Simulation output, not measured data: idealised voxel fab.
The process module presented herein is designated voxel transistor to metal.
Pictured: cross-section cut, 200 nm wide, on a grid of 5 nm square cells.
Cross-section spec: square-cell grid; bands listed top down; each band is one or more rows.
Top, bottom (nm), then materials left to right with widths (nm); lone material tagged "edge to edge" fills the whole band edge to edge; "air" = empty space.
Heights from 0 (as-received wafer is one material below). Bottom band endless downward, as "top 0, no bottom".
When a width is written as two numbers, as in "30..40", the first number is the width in the top row of cells of the band and the second is the width in its bottom row, and the width changes by the same amount from each row to the next.
Given "everything unchanged" for a step, no cell of the cross-section differs between before and after that step.
"Enclosed cavity list" contains a list of empty spaces, each no smaller than 8 cells and without an open way to the top, written in the form width x height at distance with the distance from the left edge and all three in nm.
Text after the settings on a step's line: the simulator's own remark on that step.
Among the settings permitted on a step's line is "overlay nm"; applied to a step with a mask, it specifies the extent to which the mask lay to the right of its planned position, whereas a negative figure signifies a position to the left.
So here's the lineup of process steps we planned:
1. RECEIVE with material Si
2. CONFORMAL_DEP with material SiO2, thk nm 5
3. CONFORMAL_DEP with material SiN, thk nm 10
4. MASKED_ETCH with tone cover, mask id ACTIVE, width nm 135, etch materials SiN, depth nm 10, overlay nm 0
5. MASKED_ETCH with tone cover, mask id ACTIVE, width nm 135, etch materials SiO2, depth nm 5, overlay nm 0
6. MASKED_ETCH with tone cover, mask id ACTIVE, width nm 135, etch materials Si, depth nm 35, overlay nm 0
7. OXIDIZE with depth nm 5
8. FILL_DEP with material SiO2, thk nm 10
9. CMP with height nm 15
10. SELECTIVE_ETCH with etch materials SiO2, depth nm 5
11. STRIP with etch materials SiN
12. SELECTIVE_ETCH with etch materials SiO2, depth nm 5
13. OXIDIZE with depth nm 5
14. DIRECTIONAL_DEP with material polySi, thk nm 30
15. DIRECTIONAL_DEP with material SiCN, thk nm 15
16. DIRECTIONAL_DEP with material aC, thk nm 15
17. PATTERN with tone cover, mask id GATE, material resist, width nm 35, thk nm 35, overlay nm 0
18. DIRECTIONAL_ETCH with etch materials aC, depth nm 15
19. STRIP with etch materials resist
20. DIRECTIONAL_ETCH with etch materials SiCN, depth nm 25
21. DIRECTIONAL_ETCH with etch materials polySi, depth nm 40
22. STRIP with etch materials aC
23. CONFORMAL_DEP with material SiO2, thk nm 5
24. DIRECTIONAL_ETCH with etch materials SiO2, depth nm 5
25. CONFORMAL_DEP with material SiN, thk nm 10
26. DIRECTIONAL_ETCH with etch materials SiN, depth nm 10
27. DIRECTIONAL_ETCH with etch materials SiO2, depth nm 5
28. DIRECTIONAL_ETCH with etch materials Si, depth nm 5
29. EPI with material pSi, thk nm 5
30. FILL_DEP with material SiO2, thk nm 5
31. CMP with height nm 30
32. STRIP with etch materials polySi
33. SELECTIVE_ETCH with etch materials SiO2, depth nm 5
34. CONFORMAL_DEP with material HfO2, thk nm 5
35. CONFORMAL_DEP with material TiN, thk nm 5
36. FILL_DEP with material W, thk nm 5
37. CMP with height nm 25
38. DIRECTIONAL_DEP with material SiO2, thk nm 10
39. PATTERN with tone open, mask id CONTACT, material resist, width nm 20, pitch nm 95, thk nm 15, overlay nm 0
40. DIRECTIONAL_ETCH with etch materials SiO2, depth nm 40
41. STRIP with etch materials resist
42. CONFORMAL_DEP with material TiN, thk nm 5
43. FILL_DEP with material W, thk nm 10
44. CMP with height nm 35
45. DIRECTIONAL_DEP with material TiN, thk nm 5
46. DIRECTIONAL_DEP with material Ru, thk nm 15
47. MASKED_ETCH with tone cover, mask id METAL_1, width nm 20, pitch nm 95, etch materials Ru, depth nm 15, overlay nm 0
48. MASKED_ETCH with tone cover, mask id METAL_1, width nm 20, pitch nm 95, etch materials TiN, depth nm 5, overlay nm 0
49. CONFORMAL_DEP with material SiN, thk nm 5
50. FILL_DEP with material lowk, thk nm 5
51. CMP with height nm 55
52. CONFORMAL_DEP with material SiCN, thk nm 5
Incoming wafer in cross-section (state: after step 1):
	top 0, no bottom | Si edge to edge
	Enclosed cavity list: none
Wafer cross-section at module end: first of two, run to plan:
	top 60, bottom 55 | SiCN edge to edge
	top 55, bottom 40 | lowk=35; SiN=5; Ru=20; SiN=5; lowk=65; SiN=5; Ru=20; SiN=5; lowk=40
	top 40, bottom 35 | SiN=40; TiN=20; SiN=75; TiN=20; SiN=45
	top 35, bottom 25 | SiO2=40; TiN=5; W=10; TiN=5; SiO2=75; TiN=5; W=10; TiN=5; SiO2=45
	top 25, bottom 5 | SiO2=40; TiN=5; W=10; TiN=5; SiO2=5; SiN=10; HfO2=5; TiN=5; W=25; TiN=5; HfO2=5; SiN=10; SiO2=5; TiN=5; W=10; TiN=5; SiO2=45
	top 5, bottom 0 | SiO2=30; SiN=10; TiN=10; W=5; TiN=5; SiO2=5; SiN=10; HfO2=5; TiN=35; HfO2=5; SiN=10; SiO2=5; TiN=5; W=5; TiN=10; SiN=10; SiO2=35
	top 0, bottom -5 | SiO2=40; pSi=5; TiN=15; pSi=5; SiO2=10; HfO2=45; SiO2=10; pSi=5; TiN=15; pSi=5; SiO2=45
	top -5, bottom -10 | SiO2=35; Si=5; pSi=25; Si=65; pSi=25; Si=5; SiO2=40
	top -10, bottom -40 | SiO2=35; Si=125; SiO2=40
	top -40, no bottom | Si edge to edge
	Enclosed cavity list: none
Second of two wafers, module complete, sectioned: it shares the first wafer's start and plan but was run with one mistake:
	top 60, bottom 55 | SiCN edge to edge
	top 55, bottom 40 | lowk=35; SiN=5; Ru=20; SiN=5; lowk=65; SiN=5; Ru=20; SiN=5; lowk=40
	top 40, bottom 35 | SiN=40; TiN=20; SiN=75; TiN=20; SiN=45
	top 35, bottom 30 | SiO2=40; TiN=5; W=10; TiN=5; SiO2=75; TiN=5; W=10; TiN=5; SiO2=45
	top 30, bottom 25 | SiO2=40; TiN=20; SiO2=75; TiN=20; SiO2=45
	top 25, bottom 5 | TiN=65; SiN=10; HfO2=5; TiN=5; W=25; TiN=5; HfO2=5; SiN=10; TiN=70
	top 5, bottom 0 | TiN=30; SiN=10; TiN=25; SiN=10; HfO2=5; TiN=35; HfO2=5; SiN=10; TiN=25; SiN=10; TiN=35
	top 0, bottom -5 | SiO2=40; pSi=5; TiN=15; pSi=5; SiO2=10; HfO2=45; SiO2=10; pSi=5; TiN=15; pSi=5; SiO2=45
	top -5, bottom -10 | SiO2=35; Si=5; pSi=25; Si=65; pSi=25; Si=5; SiO2=40
	top -10, bottom -40 | SiO2=35; Si=125; SiO2=40
	top -40, no bottom | Si edge to edge
	Enclosed cavity list: none
What was the processing mistake? step 30 ran as: FILL_DEP with material TiN, thk nm 5
Upon completion, the second wafer contains, in terms of cells, a greater or smaller amount of certain materials than the first wafer: SiO2: 91 fewer, TiN: 113 more, W: 22 fewer
